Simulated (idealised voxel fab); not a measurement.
process module | voxel ribs on slabs
cross-section cut | 195 nm wide | cells 5 nm
A cross-section is a grid of square cells, given in bands from the top down. A band is one or more rows of cells.
Each band's line starts with the height of the band's top and of its bottom, in nm. Then come its materials from left to right, each with its width in nm. One material with "throughout" fills the band from edge to edge. "air" is empty space.
Height 0 is the level under which the wafer as received is all one material. The lowest band goes on downwards, as in "0 down".
A width such as "30 to 40" changes by the same amount from each row of cells to the next, from the band's top row to its bottom row.
"no change" after a step means that no cell of the cross-section changed.
closed voids: empty space of 8 cells or more with no open way to the top, each as width x height at its distance from the left edge, in nm
after a step's settings: what the simulator itself notes on the step
overlay nm, on a step with a mask: how far to the right of its planned place the mask lay; to the left if negative
plan
1 op RECEIVE | material Si
2 op DIRECTIONAL_DEP | material SiO2 | thk nm 30
3 op DIRECTIONAL_DEP | material SiN | thk nm 25
4 op PATTERN | tone cover | mask id RIB | material resist | width nm 30 | thk nm 15 | overlay nm 0
5 op DIRECTIONAL_ETCH | etch materials SiN | depth nm 15
6 op STRIP | etch materials resist
7 op DIRECTIONAL_DEP | material aC | thk nm 10
8 op PATTERN | tone cover | mask id SLAB | material resist | width nm 70 | thk nm 25 | overlay nm 0
9 op DIRECTIONAL_ETCH | etch materials aC | depth nm 10
10 op STRIP | etch materials resist
11 op DIRECTIONAL_ETCH | etch materials SiN | depth nm 10
12 op STRIP | etch materials aC
13 op FILL_DEP | material SiO2 | thk nm 25
14 op CMP | height nm 70
15 op DIRECTIONAL_DEP | material W | thk nm 10
16 op DIRECTIONAL_DEP | material aC | thk nm 15
17 op PATTERN | tone cover | mask id HEATER | material resist | width nm 40 | thk nm 35 | overlay nm 0
18 op DIRECTIONAL_ETCH | etch materials aC | depth nm 15
19 op STRIP | etch materials resist
20 op DIRECTIONAL_ETCH | etch materials W | depth nm 10
21 op STRIP | etch materials aC
22 op CONFORMAL_DEP | material SiO2 | thk nm 10
as received, after step 1
  0 down: Si throughout
  closed voids: none
a wafer at the end: this start, this plan, one mistake
  90 to 80: air 65 | SiO2 60 | air 70
  80 to 70: SiO2 75 | W 40 | SiO2 80
  70 to 65: SiO2 80 | SiN 30 | SiO2 85
  65 to 55: SiO2 60 | SiN 70 | SiO2 65
  55 to 30: SiN throughout
  30 to 0: SiO2 throughout
  0 down: Si throughout
  closed voids: none
what went wrong: step 3 was run twice
